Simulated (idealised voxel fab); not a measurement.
Process module, titled voxel quadruple lines
Square cells of 5 nm make up the cross-section cut, whose width is 295 nm.
Just so we're on the same page, the cross-sections are grids of square cells, and they're listed out in bands top to bottom, each band one or more rows deep.
For a band, the entry starts with two heights in nm, that of the top and then that of the bottom, and carries on with the band's materials in order from left to right, each alongside its width in nm; the word "full width" beside a single material means it fills the band edge to edge, and "air" means empty space.
The reference from which all heights are counted is 0, the level beneath which the as-received wafer is entirely one material; the lowest band, having no lower bound, proceeds downward and is written after the example "0 down".
When a width is written as two numbers, as in "30..40", the first number is the width in the top row of cells of the band and the second is the width in its bottom row, and the width changes by the same amount from each row to the next.
You'll sometimes find "all unchanged" written for a step, and that's the way of saying that nowhere in the cross-section did a cell change during that step.
Under "Closed void entries" you'll find the enclosed gaps, the ones with no way out to the top, that are 8 cells or bigger; each reads width x height at distance, with distance counted from the left edge, everything in nm.
Note: text after step settings on the step line = simulator remark on that step.
The line of a step may include "overlay nm". On a step with a mask, this value is how far to the right of its planned place the mask lay. A negative value means the mask lay to the left.
# Set out below are the planned steps of the process
1. RECEIVE | material Si
2. CONFORMAL_DEP | material Al2O3 | thk nm 5
3. DIRECTIONAL_DEP | material TiN | thk nm 15
4. DIRECTIONAL_DEP | material polySi | thk nm 20
5. DIRECTIONAL_DEP | material aC | thk nm 20
6. PATTERN | tone cover | mask id MANDREL | material resist | width nm 20 | thk nm 30 | overlay nm 0
7. DIRECTIONAL_ETCH | etch materials aC | depth nm 20
8. STRIP | etch materials resist
9. CONFORMAL_DEP | material SiO2 | thk nm 10
10. DIRECTIONAL_ETCH | etch materials SiO2 | depth nm 10
11. STRIP | etch materials aC
12. DIRECTIONAL_ETCH | etch materials polySi | depth nm 20
13. STRIP | etch materials SiO2
14. CONFORMAL_DEP | material SiCN | thk nm 5
15. DIRECTIONAL_ETCH | etch materials SiCN | depth nm 5
16. STRIP | etch materials polySi
17. DIRECTIONAL_ETCH | etch materials TiN | depth nm 15
18. STRIP | etch materials SiCN
# Wafer as received: cross-section following step 1
    0 down: Si full width
    Closed void entries: none
# Post-module cross-section: identical start and plan to those above, one misstep in execution
    20 to 5: air 130 nm  TiN 5 nm  air 10 nm  TiN 5 nm  air 10 nm  TiN 5 nm  air 10 nm  TiN 5 nm  air 115 nm
    5 to 0: Al2O3 full width
    0 down: Si full width
    Closed void entries: none
What broke from the plan during processing? step 6 did not happen as planned, as run it was PATTERN | tone cover | mask id MANDREL | material resist | width nm 20 | thk nm 30 | overlay nm 10
